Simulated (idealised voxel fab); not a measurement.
Process module under the name voxel wiring stack
Shown is cross-section cut, with a width of 195 nm and square cells of size 5 nm.
In what follows, cross-sections appear as grids of square cells, described through bands that run from the top down, where every band is one or more rows of cells.
Read a band's entry like this: the first values are the height of its top and the height of its bottom in nm, and what follows is the sequence of materials from left to right, each with its width in nm. Note that "air" is empty space, and that a single material marked "throughout" reaches across the band from edge to edge.
Height reference: 0 = level under which incoming wafer is all one material. Lowest band: no bottom, runs on downward, e.g. "0 and below".
Note: "30->40" means the width goes from the first number (top row of the band) to the second number (bottom row) in equal steps per row of cells.
When a step is marked "remains unaltered", none of the cells in the cross-section changed during that step.
The entry titled "Voids lacking openings" provides the empty spaces that have no open way to the top, restricted to those of 8 cells or more. Each is presented as width x height at distance, the distance being measured from the left edge, with all three in nm.
Step line, after settings: the simulator's comment on this step.
Regarding "overlay nm": on a step with a mask, it is the distance the mask lay to the right of its planned place; a negative value places it to the left.

Set out below are the planned steps of the process
1,RECEIVE, material Si
2,CONFORMAL_DEP, material SiO2, thk nm 15
3,DIRECTIONAL_DEP, material TiN, thk nm 5
4,DIRECTIONAL_DEP, material W, thk nm 20
5,MASKED_ETCH, tone cover, mask id METAL_1, width nm 25, pitch nm 55, etch materials W, depth nm 20, overlay nm 0
6,MASKED_ETCH, tone cover, mask id METAL_1, width nm 25, pitch nm 55, etch materials TiN, depth nm 5, overlay nm 0
7,CONFORMAL_DEP, material SiN, thk nm 5
8,FILL_DEP, material lowk, thk nm 5
9,CMP, height nm 40
10,CONFORMAL_DEP, material SiCN, thk nm 5
11,DIRECTIONAL_DEP, material SiO2, thk nm 15
12,DIRECTIONAL_DEP, material aC, thk nm 10
13,PATTERN, tone open, mask id PLUG_1, material resist, width nm 15, thk nm 25, overlay nm 0
14,DIRECTIONAL_ETCH, etch materials aC, depth nm 10
15,STRIP, etch materials resist
16,DIRECTIONAL_ETCH, etch materials SiO2, depth nm 15
17,DIRECTIONAL_ETCH, etch materials SiCN, depth nm 5
18,STRIP, etch materials aC
19,EPI, material Ru, thk nm 10
20,EPI, material Ru, thk nm 10
21,CONFORMAL_DEP, material SiN, thk nm 5
22,DIRECTIONAL_DEP, material SiO2, thk nm 25
23,PATTERN, tone open, mask id METAL_2, material resist, width nm 25, pitch nm 55, thk nm 15, overlay nm 0
24,DIRECTIONAL_ETCH, etch materials SiO2, depth nm 25
25,DIRECTIONAL_ETCH, etch materials SiN, depth nm 5
26,STRIP, etch materials resist
27,CONFORMAL_DEP, material TiN, thk nm 5
28,FILL_DEP, material W, thk nm 10
29,CMP, height nm 90
30,CONFORMAL_DEP, material SiN, thk nm 5

First wafer, as planned

Incoming wafer, cross-sectional view, post step 1
	0 and below  Si throughout
	Voids lacking openings: none

So this is the wafer cross-section right after step 2
	15 down to 0  SiO2 throughout
	Below 0, the layers are the same as they were.

So this is the wafer cross-section right after step 3
	20 down to 15  TiN throughout
	Below 15, the layers are the same as they were.

So this is the wafer cross-section right after step 4
	40 down to 20  W throughout
	Below 20, the layers are the same as they were.

So this is the wafer cross-section right after step 5
	40 down to 20  55 air, 25 W, 30 air, 25 W, 60 air
	Below 20, the layers are the same as they were.

So this is the wafer cross-section right after step 6
	40 down to 20  55 air, 25 W, 30 air, 25 W, 60 air
	20 down to 15  55 air, 25 TiN, 30 air, 25 TiN, 60 air
	Below 15, the layers are the same as they were.

So this is the wafer cross-section right after step 7
	45 down to 40  50 air, 35 SiN, 20 air, 35 SiN, 55 air
	40 down to 20  50 air, 5 SiN, 25 W, 5 SiN, 20 air, 5 SiN, 25 W, 5 SiN, 55 air
	20 down to 15  55 SiN, 25 TiN, 30 SiN, 25 TiN, 60 SiN
	Below 15, the layers are the same as they were.

So this is the wafer cross-section right after step 8
	50 down to 45  lowk throughout
	45 down to 40  50 lowk, 35 SiN, 20 lowk, 35 SiN, 55 lowk
	40 down to 20  50 lowk, 5 SiN, 25 W, 5 SiN, 20 lowk, 5 SiN, 25 W, 5 SiN, 55 lowk
	Below 20, the layers are the same as they were.

So this is the wafer cross-section right after step 9
	40 down to 20  50 lowk, 5 SiN, 25 W, 5 SiN, 20 lowk, 5 SiN, 25 W, 5 SiN, 55 lowk
	Below 20, the layers are the same as they were.

So this is the wafer cross-section right after step 10
	45 down to 40  SiCN throughout
	Below 40, the layers are the same as they were.

So this is the wafer cross-section right after step 11
	60 down to 45  SiO2 throughout
	Below 45, the layers are the same as they were.

So this is the wafer cross-section right after step 12
	70 down to 60  aC throughout
	Below 60, the layers are the same as they were.

So this is the wafer cross-section right after step 13
	95 down to 70  55 resist, 15 air, 125 resist
	Below 70, the layers are the same as they were.

So this is the wafer cross-section right after step 14
	85 down to 70  55 resist, 15 air, 125 resist
	70 down to 60  55 aC, 15 air, 125 aC
	Below 60, the layers are the same as they were.

So this is the wafer cross-section right after step 15
	70 down to 60  55 aC, 15 air, 125 aC
	Below 60, the layers are the same as they were.

So this is the wafer cross-section right after step 16
	70 down to 60  55 aC, 15 air, 125 aC
	60 down to 45  55 SiO2, 15 air, 125 SiO2
	Below 45, the layers are the same as they were.

So this is the wafer cross-section right after step 17
	70 down to 60  55 aC, 15 air, 125 aC
	60 down to 45  55 SiO2, 15 air, 125 SiO2
	45 down to 40  55 SiCN, 15 air, 125 SiCN
	Below 40, the layers are the same as they were.

So this is the wafer cross-section right after step 18
	60 down to 45  55 SiO2, 15 air, 125 SiO2
	Below 45, the layers are the same as they were.

So this is the wafer cross-section right after step 19
	60 down to 50  55 SiO2, 15 air, 125 SiO2
	50 down to 45  55 SiO2, 15 Ru, 125 SiO2
	45 down to 40  55 SiCN, 15 Ru, 125 SiCN
	Below 40, the layers are the same as they were.

So this is the wafer cross-section right after step 20
	60 down to 45  55 SiO2, 15 Ru, 125 SiO2
	Below 45, the layers are the same as they were.

So this is the wafer cross-section right after step 21
	65 down to 60  SiN throughout
	Below 60, the layers are the same as they were.

So this is the wafer cross-section right after step 22
	90 down to 65  SiO2 throughout
	Below 65, the layers are the same as they were.

So this is the wafer cross-section right after step 23
	105 down to 90  55 resist, 25 air, 30 resist, 25 air, 60 resist
	Below 90, the layers are the same as they were.

So this is the wafer cross-section right after step 24
	105 down to 90  55 resist, 25 air, 30 resist, 25 air, 60 resist
	90 down to 65  55 SiO2, 25 air, 30 SiO2, 25 air, 60 SiO2
	Below 65, the layers are the same as they were.

So this is the wafer cross-section right after step 25
	105 down to 90  55 resist, 25 air, 30 resist, 25 air, 60 resist
	90 down to 65  55 SiO2, 25 air, 30 SiO2, 25 air, 60 SiO2
	65 down to 60  55 SiN, 25 air, 30 SiN, 25 air, 60 SiN
	Below 60, the layers are the same as they were.

So this is the wafer cross-section right after step 26
	90 down to 65  55 SiO2, 25 air, 30 SiO2, 25 air, 60 SiO2
	Below 65, the layers are the same as they were.

So this is the wafer cross-section right after step 27
	95 down to 90  60 TiN, 15 air, 40 TiN, 15 air, 65 TiN
	90 down to 65  55 SiO2, 5 TiN, 15 air, 5 TiN, 30 SiO2, 5 TiN, 15 air, 5 TiN, 60 SiO2
	65 down to 60  55 SiN, 25 TiN, 30 SiN, 25 TiN, 60 SiN
	Below 60, the layers are the same as they were.

So this is the wafer cross-section right after step 28
	105 down to 95  W throughout
	95 down to 90  60 TiN, 15 W, 40 TiN, 15 W, 65 TiN
	90 down to 65  55 SiO2, 5 TiN, 15 W, 5 TiN, 30 SiO2, 5 TiN, 15 W, 5 TiN, 60 SiO2
	Below 65, the layers are the same as they were.

So this is the wafer cross-section right after step 29
	90 down to 65  55 SiO2, 5 TiN, 15 W, 5 TiN, 30 SiO2, 5 TiN, 15 W, 5 TiN, 60 SiO2
	Below 65, the layers are the same as they were.

So this is the wafer cross-section right after step 30
	95 down to 90  SiN throughout
	Below 90, the layers are the same as they were.

The second wafer: identical to the first at the outset and in its planned sequence, differing only in that one mistake was made during processing; up to and including step 28, its path is the first wafer's path

Here is the second wafer in cross-section at the point where step 29 of the plan should have been done: remains unaltered

Here is the second wafer in cross-section at the point where step 30 of the plan should have been done
	110 down to 105  SiN throughout
	Below 105, the layers are the same as they were.
Processing error: step 29 of the plan was excluded from execution and never run
Once processing is complete, comparing cell counts shows that the second wafer has more or fewer of certain materials than the first: TiN: 33 more; W: 84 more
